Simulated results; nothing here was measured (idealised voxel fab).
Name of the process module below: voxel ribs on slabs
In the cross-section labelled cut, the width is 165 nm and each square cell is 5 nm.
Just so we're on the same page, the cross-sections are grids of square cells, and they're listed out in bands top to bottom, each band one or more rows deep.
Heights first: top, then bottom, in nm. Then materials, left to right, each with a width in nm. "full width" on a single material: fills the band edge to edge. "blank": empty space.
All heights in this document are referenced to 0, defined as the level beneath which the wafer, as received, consists entirely of one material. The lowest band is not bounded below; it extends indefinitely downward and is written in the form "0 nm and below".
Per-row width for "30 to 40": begins at first number (top row of band), ends at second number (bottom row), increment between rows held constant.
What does "remained the same" mean for a step? It means no cell of the cross-section changed in that step.
Closed-off voids of 8+ cells (no open route to the top) go in "Entrapped void list", written width x height at distance from the left edge, in nm.
On each step's line, the part that comes after the settings is the simulator's own comment on the step.
If you see "overlay nm" on a step's line and that step has a mask, it's telling you how far right of where it was planned the mask ended up; a negative number means it went left instead.
This section lists the process steps that were planned
1) RECEIVE (material Si)
2) DIRECTIONAL_DEP (material SiO2; thk nm 25)
3) DIRECTIONAL_DEP (material SiN; thk nm 15)
4) MASKED_ETCH (tone cover; mask id RIB; width nm 25; etch materials SiN; depth nm 5; overlay nm 0)
5) PATTERN (tone cover; mask id SLAB; material resist; width nm 55; thk nm 20; overlay nm 0)
6) DIRECTIONAL_ETCH (etch materials SiN; depth nm 10)
7) STRIP (etch materials resist)
8) FILL_DEP (material SiO2; thk nm 15)
9) CMP (height nm 50)
10) DIRECTIONAL_DEP (material TiN; thk nm 5)
11) PATTERN (tone cover; mask id HEATER; material resist; width nm 35; thk nm 20; overlay nm 0)
12) DIRECTIONAL_ETCH (etch materials TiN; depth nm 5)
13) STRIP (etch materials resist)
14) CONFORMAL_DEP (material SiN; thk nm 10)
Cross-section of the wafer as it came to us, i.e., already through step 1
> 0 nm and below: Si full width
> Entrapped void list: none
Below is the wafer in cross-section after the module was completed. It began from the starting point shown above and followed the plan shown above, except that one mistake was made while running it
> 65 nm to 60 nm: blank (55) / SiN (55) / blank (55)
> 60 nm to 55 nm: SiN full width
> 55 nm to 50 nm: SiN (65) / TiN (35) / SiN (65)
> 50 nm to 40 nm: SiO2 (55) / SiN (55) / SiO2 (55)
> 40 nm to 25 nm: SiN full width
> 25 nm to 0 nm: SiO2 full width
> 0 nm and below: Si full width
> Entrapped void list: none
Against the plan, the run slipped here: execution of plan step 3 occurred twice
